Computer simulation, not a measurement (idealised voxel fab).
process module | voxel gate over fins
cross-section cut | 220 nm wide | cells 5 nm
A cross-section is a grid of square cells, given in bands from the top down. A band is one or more rows of cells.
Each band's line starts with the height of the band's top and of its bottom, in nm. Then come its materials from left to right, each with its width in nm. One material with "throughout" fills the band from edge to edge. "air" is empty space.
Height 0 is the level under which the wafer as received is all one material. The lowest band goes on downwards, as in "0 down".
A width such as "30 to 40" changes by the same amount from each row of cells to the next, from the band's top row to its bottom row.
"no change" after a step means that no cell of the cross-section changed.
closed voids: empty space of 8 cells or more with no open way to the top, each as width x height at its distance from the left edge, in nm
after a step's settings: what the simulator itself notes on the step
overlay nm, on a step with a mask: how far to the right of its planned place the mask lay; to the left if negative
plan
1 op RECEIVE | material Si
2 op CONFORMAL_DEP | material SiN | thk nm 5
3 op DIRECTIONAL_DEP | material aC | thk nm 15
4 op PATTERN | tone cover | mask id FINS | material resist | width nm 15 | pitch nm 45 | thk nm 30 | overlay nm 0
5 op DIRECTIONAL_ETCH | etch materials aC | depth nm 15
6 op STRIP | etch materials resist
7 op DIRECTIONAL_ETCH | etch materials SiN | depth nm 5
8 op DIRECTIONAL_ETCH | etch materials Si | depth nm 40
9 op STRIP | etch materials aC
10 op OXIDIZE | depth nm 5
11 op FILL_DEP | material SiO2 | thk nm 10
12 op CMP | height nm 5
13 op SELECTIVE_ETCH | etch materials SiO2 | depth nm 20
14 op STRIP | etch materials SiN
15 op CONFORMAL_DEP | material HfO2 | thk nm 5
16 op CONFORMAL_DEP | material TiN | thk nm 5
17 op FILL_DEP | material W | thk nm 15
18 op CMP | height nm 20
19 op CONFORMAL_DEP | material SiCN | thk nm 5
as received, after step 1
  0 down: Si throughout
  closed voids: none
first wafer at the end, as planned
  25 to 20: SiCN throughout
  20 to 10: W throughout
  10 to 5: W 50 | TiN 25 | W 20 | TiN 25 | W 20 | TiN 25 | W 55
  5 to 0: W 50 | TiN 5 | HfO2 15 | TiN 5 | W 20 | TiN 5 | HfO2 15 | TiN 5 | W 20 | TiN 5 | HfO2 15 | TiN 5 | W 55
  0 to -5: W 50 | TiN 5 | HfO2 5 | Si 5 | HfO2 5 | TiN 5 | W 20 | TiN 5 | HfO2 5 | Si 5 | HfO2 5 | TiN 5 | W 20 | TiN 5 | HfO2 5 | Si 5 | HfO2 5 | TiN 5 | W 55
  -5 to -10: TiN 55 | HfO2 5 | Si 5 | HfO2 5 | TiN 30 | HfO2 5 | Si 5 | HfO2 5 | TiN 30 | HfO2 5 | Si 5 | HfO2 5 | TiN 60
  -10 to -15: HfO2 60 | Si 5 | HfO2 40 | Si 5 | HfO2 40 | Si 5 | HfO2 65
  -15 to -45: SiO2 60 | Si 5 | SiO2 40 | Si 5 | SiO2 40 | Si 5 | SiO2 65
  -45 down: Si throughout
  closed voids: none
second wafer at the end: like start, like plan, one mistake
  25 to 20: SiCN throughout
  20 to 5: W throughout
  5 to 0: W 55 | TiN 15 | W 30 | TiN 15 | W 30 | TiN 15 | W 60
  0 to -10: W 55 | TiN 5 | Si 5 | TiN 5 | W 30 | TiN 5 | Si 5 | TiN 5 | W 30 | TiN 5 | Si 5 | TiN 5 | W 60
  -10 to -15: TiN 60 | Si 5 | TiN 40 | Si 5 | TiN 40 | Si 5 | TiN 65
  -15 to -45: SiO2 60 | Si 5 | SiO2 40 | Si 5 | SiO2 40 | Si 5 | SiO2 65
  -45 down: Si throughout
  closed voids: none
what went wrong: step 15 was left out
at the end the second wafer has, in cells: 62 fewer of HfO2 | 62 more of W
